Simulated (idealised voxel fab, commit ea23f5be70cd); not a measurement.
Name of the process module below: voxel self aligned contacts
Section shown: cut. Width: 150 nm. Cell size: 5 nm, square.
In this document a cross-section is written as a grid of square cells. It is given as a series of bands, listed from the top down, and a band is one or more rows of cells.
Each band's line starts with the height of the band's top and of its bottom, in nm. Then come its materials from left to right, each with its width in nm. One material with "throughout" fills the band from edge to edge. "air" is empty space.
Note: height 0 marks the level under which the wafer is uniformly one material as received. Lowest band unbounded below, written "0 down".
The width entry "30..40" should be interpreted row by row: the top row of cells in the band takes the first number, the bottom row takes the second number, and the change between adjacent rows is uniform throughout.
For the purposes of this document, the phrase "changes: none" attached to a step denotes that no cell within the cross-section was modified by that step.
Each empty space that has no open way to the top and spans at least 8 cells appears under "Unvented cavities" as width x height at distance, the distance counted from the left edge, all in nm.
Heads up: the bit after the settings on a step's line is the simulator's remark on that step.
"overlay nm", when on a step's line for a step with a mask, measures how far to the right of its planned place the mask lay; a negative measure means to the left.
Listed below are the process steps as planned:
| 1 | RECEIVE, material Si |
| 2 | OXIDIZE, depth nm 5 |
| 3 | DIRECTIONAL_DEP, material polySi, thk nm 30 |
| 4 | DIRECTIONAL_DEP, material SiN, thk nm 20 |
| 5 | MASKED_ETCH, tone cover, mask id GATE, width nm 35, pitch nm 70, etch materials SiN, depth nm 20, overlay nm 0 |
| 6 | MASKED_ETCH, tone cover, mask id GATE, width nm 35, pitch nm 70, etch materials polySi, depth nm 30, overlay nm 0 |
| 7 | CONFORMAL_DEP, material SiN, thk nm 5 |
| 8 | DIRECTIONAL_ETCH, etch materials SiN, depth nm 5 |
| 9 | FILL_DEP, material SiO2, thk nm 15 |
| 10 | CMP, height nm 60 |
| 11 | PATTERN, tone open, mask id CONTACT, material resist, width nm 35, thk nm 20, overlay nm 0 |
| 12 | DIRECTIONAL_ETCH, etch materials SiO2, depth nm 65 |
| 13 | STRIP, etch materials resist |
| 14 | CONFORMAL_DEP, material TiN, thk nm 5 |
| 15 | FILL_DEP, material Ru, thk nm 10 |
| 16 | CMP, height nm 60 |
| 17 | CONFORMAL_DEP, material SiN, thk nm 5 |
It is noted that the wafers described herein are identical at the outset and are distinguished by the width nm of step 11; the value stated in the plan corresponds to the first wafer.
The first of several wafers as received, shown in cross-section; this is its state after step 1:
- 0 down  Si throughout
- Unvented cavities: none
Last step of the module is step 17; after it, the first of several wafers in cross-section:
- 65 to 60  SiN throughout
- 60 to 50  55 nm SiO2, 5..10 nm TiN, 25..15 nm Ru, 5..10 nm TiN, 60 nm SiO2
- 50 to 30  15 nm SiO2, 45 nm SiN, 5 nm TiN, 15 nm Ru, 5 nm TiN, 45 nm SiN, 20 nm SiO2
- 30 to 0  15 nm SiO2, 5 nm SiN, 35 nm polySi, 5 nm SiN, 5 nm TiN, 15 nm Ru, 5 nm TiN, 5 nm SiN, 35 nm polySi, 5 nm SiN, 20 nm SiO2
- 0 to -5  60 nm SiO2, 25 nm TiN, 65 nm SiO2
- -5 down  Si throughout
- Unvented cavities: none
Here we cross-sectioned the last of the wafers once the module was done:
- 65 to 60  SiN throughout
- 60 to 50  45 nm SiO2, 5..20 nm TiN, 50..15 nm Ru, 5..25 nm TiN, 45 nm SiO2
- 50 to 30  15 nm SiO2, 45 nm SiN, 5 nm TiN, 15 nm Ru, 5 nm TiN, 45 nm SiN, 20 nm SiO2
- 30 to 0  15 nm SiO2, 5 nm SiN, 35 nm polySi, 5 nm SiN, 5 nm TiN, 15 nm Ru, 5 nm TiN, 5 nm SiN, 35 nm polySi, 5 nm SiN, 20 nm SiO2
- 0 to -5  60 nm SiO2, 25 nm TiN, 65 nm SiO2
- -5 down  Si throughout
- Unvented cavities: none
The rows of the table below are wafers. Looking at the end of the module, a row counts, for every material, the cells the wafer has gained, shown as (+), or lost, shown as (-), since it was received; its closed voids come next:
width nm 35; +38 Ru; -30 Si; +126 SiN; +141 SiO2; +31 TiN; +84 polySi; Unvented cavities: none
width nm 40; +39 Ru; -30 Si; +126 SiN; +139 SiO2; +32 TiN; +84 polySi; Unvented cavities: none
width nm 45; +40 Ru; -30 Si; +126 SiN; +137 SiO2; +33 TiN; +84 polySi; Unvented cavities: none
width nm 50; +41 Ru; -30 Si; +126 SiN; +135 SiO2; +34 TiN; +84 polySi; Unvented cavities: none
width nm 55; +42 Ru; -30 Si; +126 SiN; +133 SiO2; +35 TiN; +84 polySi; Unvented cavities: none
width nm 60; +43 Ru; -30 Si; +126 SiN; +131 SiO2; +36 TiN; +84 polySi; Unvented cavities: none
